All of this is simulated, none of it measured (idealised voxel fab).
This is a process module. Its name is voxel tone inversion.
The width of the displayed cross-section, cut, is 195 nm; its cells are square, with a size of 5 nm.
Format of a cross-section: grid, square cells. Given as bands. Order: top down. Band: one or more rows of cells. It is stipulated that each band's entry specify, in nanometres, the height of the top of the band and then that of its bottom, followed by the materials of the band in left-to-right sequence, each together with its width in nanometres. A single material marked by the word "full width" is understood to fill the band from edge to edge; the word "air" is understood to denote empty space. Heights are expressed relative to 0, this being the level below which the as-received wafer comprises one material exclusively. The lowest band is unbounded in the downward direction and is denoted as in "0..down". It should be noted that a width expressed as "30..40" varies in equal increments from row to row of cells within the band, taking the value of the first number at the top row and that of the second number at the bottom row. "nothing was modified" after a step means that no cell of the cross-section changed. The entry titled "Closed internal voids" provides the empty spaces that have no open way to the top, restricted to those of 8 cells or more. Each is presented as width x height at distance, the distance being measured from the left edge, with all three in nm. It should be noted that, on the line of a given step, the content following the step's settings is a remark produced by the simulator itself with respect to that step. "overlay nm" denotes, for a step that has a mask, the displacement of the mask to the right of its planned place, with negative values corresponding to the left.
Planned process steps:
step 1: RECEIVE: material Si
step 2: CONFORMAL_DEP: material SiCN, thk nm 10
step 3: DIRECTIONAL_DEP: material aC, thk nm 15
step 4: PATTERN: tone cover, mask id POSTS, material resist, width nm 25, pitch nm 55, thk nm 25, overlay nm 0
step 5: DIRECTIONAL_ETCH: etch materials aC, depth nm 15
step 6: STRIP: etch materials resist
step 7: FILL_DEP: material lowk, thk nm 5
step 8: CMP: height nm 25
step 9: STRIP: etch materials aC
Incoming wafer in cross-section (state: after step 1):
  0..down = Si full width
  Closed internal voids: none
A wafer at the end: this start, this plan, one mistake:
  25..10 = 35 nm lowk  25 nm air  30 nm lowk  25 nm air  30 nm lowk  25 nm air  25 nm lowk
  10..0 = SiCN full width
  0..down = Si full width
  Closed internal voids: none
So what did we get wrong on this run? step 4 was run on a setting that differed from the plan, and what really ran there is PATTERN: tone cover, mask id POSTS, material resist, width nm 25, pitch nm 55, thk nm 25, overlay nm 5
